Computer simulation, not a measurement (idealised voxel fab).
process module | voxel lift off
Square cells of 5 nm make up the cross-section cut, whose width is 260 nm.
In this document a cross-section is written as a grid of square cells. It is given as a series of bands, listed from the top down, and a band is one or more rows of cells.
Each band's line starts with the height of the band's top and of its bottom, in nm. Then come its materials from left to right, each with its width in nm. One material with "edge to edge" fills the band from edge to edge. "air" is empty space.
Heights from 0 (as-received wafer is one material below). Bottom band endless downward, as "0 -> down".
So if you see something like "30..40" for the width, read it as the top row of the band sitting at the first number and the bottom row at the second, with every row in between moving by the same amount as the last.
Basically "nothing different" means that step didn't change any cell in the cross-section.
The entry titled "Enclosed void catalog" provides the empty spaces that have no open way to the top, restricted to those of 8 cells or more. Each is presented as width x height at distance, the distance being measured from the left edge, with all three in nm.
On a step's line, text after the settings is the simulator commenting on that step.
overlay nm, on a step with a mask: how far to the right of its planned place the mask lay; to the left if negative

### Set out below are the planned steps of the process
1. RECEIVE, material Si
2. CONFORMAL_DEP, material SiO2, thk nm 15
3. PATTERN, tone open, mask id LINES, material resist, width nm 15, pitch nm 45, thk nm 30, overlay nm 0
4. DIRECTIONAL_DEP, material Ru, thk nm 15
5. STRIP, etch materials resist
6. CONFORMAL_DEP, material SiN, thk nm 5

### as received, after step 1
> 0 -> down = Si edge to edge
> Enclosed void catalog: none

### Here's the cross-section of the first of our two wafers at the end of the module - it ran as planned
> 35 -> 30 = 95 air, 25 SiN, 20 air, 25 SiN, 95 air
> 30 -> 20 = 95 air, 5 SiN, 15 Ru, 5 SiN, 20 air, 5 SiN, 15 Ru, 5 SiN, 95 air
> 20 -> 15 = 100 SiN, 15 Ru, 30 SiN, 15 Ru, 100 SiN
> 15 -> 0 = SiO2 edge to edge
> 0 -> down = Si edge to edge
> Enclosed void catalog: none

### Same start, same plan as the first wafer - but one mistake in the run. Cross-section of the second of the two at the end of the module
> 30 -> 25 = 95 air, 25 SiN, 20 air, 25 SiN, 95 air
> 25 -> 20 = 95 air, 5 SiN, 15 Ru, 5 SiN, 20 air, 5 SiN, 15 Ru, 5 SiN, 95 air
> 20 -> 15 = 100 SiN, 15 Ru, 30 SiN, 15 Ru, 100 SiN
> 15 -> 0 = SiO2 edge to edge
> 0 -> down = Si edge to edge
> Enclosed void catalog: none
What was done differently from what was planned? step 4 off recipe, ran as DIRECTIONAL_DEP, material Ru, thk nm 10
Final cells, second wafer relative to first, materials higher or lower: Ru: 6 fewer | SiN: 4 fewer
